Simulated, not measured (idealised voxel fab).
process module | voxel self aligned contacts
cross-section cut | 220 nm wide | cells 5 nm
A cross-section is a grid of square cells, given in bands from the top down. A band is one or more rows of cells.
Each band's line starts with the height of the band's top and of its bottom, in nm. Then come its materials from left to right, each with its width in nm. One material with "throughout" fills the band from edge to edge. "air" is empty space.
Height 0 is the level under which the wafer as received is all one material. The lowest band goes on downwards, as in "0 down".
A width such as "30 to 40" changes by the same amount from each row of cells to the next, from the band's top row to its bottom row.
"no change" after a step means that no cell of the cross-section changed.
closed voids: empty space of 8 cells or more with no open way to the top, each as width x height at its distance from the left edge, in nm
after a step's settings: what the simulator itself notes on the step
overlay nm, on a step with a mask: how far to the right of its planned place the mask lay; to the left if negative
plan
1 op RECEIVE | material Si
2 op CONFORMAL_DEP | material SiO2 | thk nm 5
3 op DIRECTIONAL_DEP | material polySi | thk nm 25
4 op DIRECTIONAL_DEP | material SiN | thk nm 15
5 op MASKED_ETCH | tone cover | mask id GATE | width nm 35 | pitch nm 70 | etch materials SiN | depth nm 15 | overlay nm 0
6 op MASKED_ETCH | tone cover | mask id GATE | width nm 35 | pitch nm 70 | etch materials polySi | depth nm 25 | overlay nm 0
7 op CONFORMAL_DEP | material SiN | thk nm 5
8 op DIRECTIONAL_ETCH | etch materials SiN | depth nm 5
9 op FILL_DEP | material SiO2 | thk nm 10
10 op CMP | height nm 50
11 op PATTERN | tone open | mask id CONTACT | material resist | width nm 45 | thk nm 15 | overlay nm 0
12 op DIRECTIONAL_ETCH | etch materials SiO2 | depth nm 50
13 op STRIP | etch materials resist
14 op CONFORMAL_DEP | material TiN | thk nm 5
15 op FILL_DEP | material Ru | thk nm 10
16 op CMP | height nm 50
17 op CONFORMAL_DEP | material SiN | thk nm 5
as received, after step 1
  0 down: Si throughout
  closed voids: none
first wafer at the end, as planned
  55 to 50: SiN throughout
  50 to 45: SiO2 85 | TiN 15 | Ru 15 | TiN 15 | SiO2 90
  45 to 30: SiO2 50 | SiN 45 | TiN 5 | Ru 15 | TiN 5 | SiN 45 | SiO2 55
  30 to 5: SiO2 50 | SiN 5 | polySi 35 | SiN 5 | TiN 5 | Ru 15 | TiN 5 | SiN 5 | polySi 35 | SiN 5 | SiO2 55
  5 to 0: SiO2 95 | TiN 25 | SiO2 100
  0 down: Si throughout
  closed voids: none
second wafer at the end: like start, like plan, one mistake
  55 to 50: SiN throughout
  50 to 45: SiO2 50 | SiN 45 | TiN 25 | SiN 45 | SiO2 55
  45 to 30: SiN throughout
  30 to 5: polySi throughout
  5 to 0: SiO2 throughout
  0 down: Si throughout
  closed voids: none
what went wrong: step 4 was run twice
at the end the second wafer has, in cells: 27 fewer of Ru | 76 more of SiN | 177 fewer of SiO2 | 22 fewer of TiN | 150 more of polySi
